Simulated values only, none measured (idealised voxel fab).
Process module heading - voxel air gaps
215 nm wide, 5 nm square cells: that's cross-section cut.
When this document writes out a cross-section, it uses a grid of square cells and lists it as bands, beginning at the top and moving down, with a band standing for one or more rows of cells. Top height, bottom height, nm. Materials left to right, width each, nm. Single material + "full width" = fills band edge to edge. "air" = empty. A quick word on heights: they are counted from 0, and under that level the wafer as it came to us is one material throughout. The lowest band is different from the rest in having no bottom; it simply continues downward, written as in "from 0 down". Per-row width for "30..40": begins at first number (top row of band), ends at second number (bottom row), increment between rows held constant. Any step labelled "no alteration" changed none of the cells in the cross-section. Empty spaces without an open route to the top, at least 8 cells in extent, make up the entry "Fully closed voids"; each is given as width x height at distance, where the distance is measured from the left edge, and all are in nm. Heads up: the bit after the settings on a step's line is the simulator's remark on that step. overlay nm: step with mask; distance mask lay right of planned place; negative value = left of planned place.
The steps planned for the process are as follows:
| 1 | RECEIVE | material Si |
| 2 | CONFORMAL_DEP | material SiO2 | thk nm 15 |
| 3 | CONFORMAL_DEP | material SiN | thk nm 5 |
| 4 | DIRECTIONAL_DEP | material SiO2 | thk nm 40 |
| 5 | MASKED_ETCH | tone open | mask id LINES | width nm 25 | pitch nm 55 | etch materials SiO2 | depth nm 40 | overlay nm 0 |
| 6 | CONFORMAL_DEP | material TiN | thk nm 5 |
| 7 | FILL_DEP | material Cu | thk nm 5 |
| 8 | CMP | height nm 60 |
| 9 | EPI | material Ru | thk nm 10 |
| 10 | SELECTIVE_ETCH | etch materials SiO2 | depth nm 50 |
| 11 | CONFORMAL_DEP | material SiCN | thk nm 5 |
Received-state cross-section, reflecting completion of step 1:
> from 0 down  Si full width
> Fully closed voids: none
Run as planned - first of the two wafers cross-sectioned at the end of the module:
> from 75 to 70  air 25 nm, SiCN 165 nm, air 25 nm
> from 70 to 60  air 25 nm, SiCN 5 nm, Ru 45 nm, SiCN 10 nm, Ru 45 nm, SiCN 10 nm, Ru 45 nm, SiCN 5 nm, air 25 nm
> from 60 to 55  air 25 nm, SiCN 15 nm, TiN 5 nm, Cu 15 nm, TiN 5 nm, SiCN 30 nm, TiN 5 nm, Cu 15 nm, TiN 5 nm, SiCN 30 nm, TiN 5 nm, Cu 15 nm, TiN 5 nm, SiCN 15 nm, air 25 nm
> from 55 to 25  air 35 nm, SiCN 5 nm, TiN 5 nm, Cu 15 nm, TiN 5 nm, SiCN 5 nm, air 20 nm, SiCN 5 nm, TiN 5 nm, Cu 15 nm, TiN 5 nm, SiCN 5 nm, air 20 nm, SiCN 5 nm, TiN 5 nm, Cu 15 nm, TiN 5 nm, SiCN 5 nm, air 35 nm
> from 25 to 20  SiCN 40 nm, TiN 25 nm, SiCN 30 nm, TiN 25 nm, SiCN 30 nm, TiN 25 nm, SiCN 40 nm
> from 20 to 15  SiN full width
> from 15 to 0  SiO2 full width
> from 0 down  Si full width
> Fully closed voids: 20 x 30 at 70; 20 x 30 at 125
Wafer two (of two), end-of-module cross-section: start = wafer one, plan = wafer one, one run mistake:
> from 75 to 70  air 20 nm, SiCN 165 nm, air 30 nm
> from 70 to 60  air 20 nm, SiCN 5 nm, Ru 45 nm, SiCN 10 nm, Ru 45 nm, SiCN 10 nm, Ru 45 nm, SiCN 5 nm, air 30 nm
> from 60 to 55  air 20 nm, SiCN 15 nm, TiN 5 nm, Cu 15 nm, TiN 5 nm, SiCN 30 nm, TiN 5 nm, Cu 15 nm, TiN 5 nm, SiCN 30 nm, TiN 5 nm, Cu 15 nm, TiN 5 nm, SiCN 15 nm, air 30 nm
> from 55 to 25  air 30 nm, SiCN 5 nm, TiN 5 nm, Cu 15 nm, TiN 5 nm, SiCN 5 nm, air 20 nm, SiCN 5 nm, TiN 5 nm, Cu 15 nm, TiN 5 nm, SiCN 5 nm, air 20 nm, SiCN 5 nm, TiN 5 nm, Cu 15 nm, TiN 5 nm, SiCN 5 nm, air 40 nm
> from 25 to 20  SiCN 35 nm, TiN 25 nm, SiCN 30 nm, TiN 25 nm, SiCN 30 nm, TiN 25 nm, SiCN 45 nm
> from 20 to 15  SiN full width
> from 15 to 0  SiO2 full width
> from 0 down  Si full width
> Fully closed voids: 20 x 30 at 65; 20 x 30 at 120
Short version of what went wrong: rather than as planned, step 5 actually ran as MASKED_ETCH | tone open | mask id LINES | width nm 25 | pitch nm 55 | etch materials SiO2 | depth nm 40 | overlay nm -5
The concluding comparison shows that, measured in cells, each material is equally abundant on both wafers, albeit at different positions.
